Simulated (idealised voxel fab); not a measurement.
Title: Process Module voxel spacer lines
The width of the displayed cross-section, cut, is 260 nm; its cells are square, with a size of 5 nm.
A cross-section is written here as square cells arranged in a grid, and it is given in bands from the top down, each band taking up one or more rows of cells.
Heads up on the band format: heights come first, top then bottom, in nm. After that it's the materials left to right, each with its width in nm. A single material flagged "full width" fills the whole band edge to edge, and "blank" means there's empty space there.
Measure heights from 0. That's the level where, below it, the as-received wafer is all one material. The lowest band is bottomless and extends downward; write it as in "0..down".
Quick explanation for "30..40": the width changes in equal steps down the rows of cells, from the first number in the band's top row to the second number in its bottom row.
Step note "no change occurred" = no cross-section cell changed.
In "Closed void inventory" the enclosed voids are listed, meaning empty spaces of 8 cells or larger without any opening to the top. The form is width x height at distance, distance from the left edge, units nm.
The remark found on a step's line after its settings is issued by the simulator itself and pertains to that step.
A step line may carry the setting "overlay nm", which, for steps involving a mask, states the distance by which the mask lay to the right of its intended position; negative values denote displacement to the left.
Listed below are the process steps as planned
1: op RECEIVE | material Si
2: op CONFORMAL_DEP | material Al2O3 | thk nm 10
3: op DIRECTIONAL_DEP | material polySi | thk nm 10
4: op DIRECTIONAL_DEP | material aC | thk nm 25
5: op PATTERN | tone cover | mask id MANDREL | material resist | width nm 25 | pitch nm 80 | thk nm 35 | overlay nm 0
6: op DIRECTIONAL_ETCH | etch materials aC | depth nm 25
7: op STRIP | etch materials resist
8: op CONFORMAL_DEP | material SiN | thk nm 15
9: op DIRECTIONAL_ETCH | etch materials SiN | depth nm 15
10: op STRIP | etch materials aC
11: op DIRECTIONAL_ETCH | etch materials polySi | depth nm 10
12: op STRIP | etch materials SiN
As received (post step 1): cross-section
  0..down | Si full width
  Closed void inventory: none
End-of-module XS, first of two wafers, run as planned
  20..10 | blank 60 nm, polySi 15 nm, blank 25 nm, polySi 15 nm, blank 25 nm, polySi 15 nm, blank 25 nm, polySi 15 nm, blank 65 nm
  10..0 | Al2O3 full width
  0..down | Si full width
  Closed void inventory: none
Cross-section at end of module for the second wafer of two, which matched the first in starting point and plan and differed by one mistake in its processing
  20..10 | blank 55 nm, polySi 15 nm, blank 35 nm, polySi 15 nm, blank 15 nm, polySi 15 nm, blank 35 nm, polySi 15 nm, blank 60 nm
  10..0 | Al2O3 full width
  0..down | Si full width
  Closed void inventory: none
The plan and the run diverged here: step 5, actual vs plan mismatch, actual run op PATTERN | tone cover | mask id MANDREL | material resist | width nm 35 | pitch nm 80 | thk nm 35 | overlay nm 0
Both wafers, final: cells per material equal; arrangement not.
